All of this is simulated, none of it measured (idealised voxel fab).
process module | voxel lift off
cross-section cut | 275 nm wide | cells 5 nm
A cross-section is a grid of square cells, given in bands from the top down. A band is one or more rows of cells.
Each band's line starts with the height of the band's top and of its bottom, in nm. Then come its materials from left to right, each with its width in nm. One material with "throughout" fills the band from edge to edge. "air" is empty space.
Height 0 is the level under which the wafer as received is all one material. The lowest band goes on downwards, as in "0 down".
A width such as "30 to 40" changes by the same amount from each row of cells to the next, from the band's top row to its bottom row.
"no change" after a step means that no cell of the cross-section changed.
closed voids: empty space of 8 cells or more with no open way to the top, each as width x height at its distance from the left edge, in nm
after a step's settings: what the simulator itself notes on the step
overlay nm, on a step with a mask: how far to the right of its planned place the mask lay; to the left if negative
plan
1 op RECEIVE | material Si
2 op CONFORMAL_DEP | material SiN | thk nm 15
3 op PATTERN | tone open | mask id LINES | material resist | width nm 30 | pitch nm 50 | thk nm 15 | overlay nm 0
4 op DIRECTIONAL_DEP | material Ru | thk nm 5
5 op STRIP | etch materials resist
6 op CONFORMAL_DEP | material SiN | thk nm 10
first wafer, as planned
as received, after step 1
  0 down: Si throughout
  closed voids: none
after step 2
  15 to 0: SiN throughout
  below 0: unchanged
after step 3
  30 to 15: resist 70 | air 30 | resist 20 | air 30 | resist 20 | air 30 | resist 75
  below 15: unchanged
after step 4
  35 to 30: Ru 70 | air 30 | Ru 20 | air 30 | Ru 20 | air 30 | Ru 75
  30 to 20: resist 70 | air 30 | resist 20 | air 30 | resist 20 | air 30 | resist 75
  20 to 15: resist 70 | Ru 30 | resist 20 | Ru 30 | resist 20 | Ru 30 | resist 75
  below 15: unchanged
after step 5
  20 to 15: air 70 | Ru 30 | air 20 | Ru 30 | air 20 | Ru 30 | air 75
  below 15: unchanged
after step 6
  30 to 25: air 60 | SiN 150 | air 65
  25 to 20: SiN throughout
  20 to 15: SiN 70 | Ru 30 | SiN 20 | Ru 30 | SiN 20 | Ru 30 | SiN 75
  below 15: unchanged
second wafer: like start, like plan, one mistake. Through step 2 it matches the first wafer
when step 3 should have ended
  30 to 15: resist 80 | air 30 | resist 20 | air 30 | resist 20 | air 30 | resist 65
  below 15: unchanged
when step 4 should have ended
  35 to 30: Ru 80 | air 30 | Ru 20 | air 30 | Ru 20 | air 30 | Ru 65
  30 to 20: resist 80 | air 30 | resist 20 | air 30 | resist 20 | air 30 | resist 65
  20 to 15: resist 80 | Ru 30 | resist 20 | Ru 30 | resist 20 | Ru 30 | resist 65
  below 15: unchanged
when step 5 should have ended
  20 to 15: air 80 | Ru 30 | air 20 | Ru 30 | air 20 | Ru 30 | air 65
  below 15: unchanged
when step 6 should have ended
  30 to 25: air 70 | SiN 150 | air 55
  25 to 20: SiN throughout
  20 to 15: SiN 80 | Ru 30 | SiN 20 | Ru 30 | SiN 20 | Ru 30 | SiN 65
  below 15: unchanged
what went wrong: step 3 ran as: op PATTERN | tone open | mask id LINES | material resist | width nm 30 | pitch nm 50 | thk nm 15 | overlay nm 10
at the end the second wafer has, in cells: as many of each material as the first, in other places
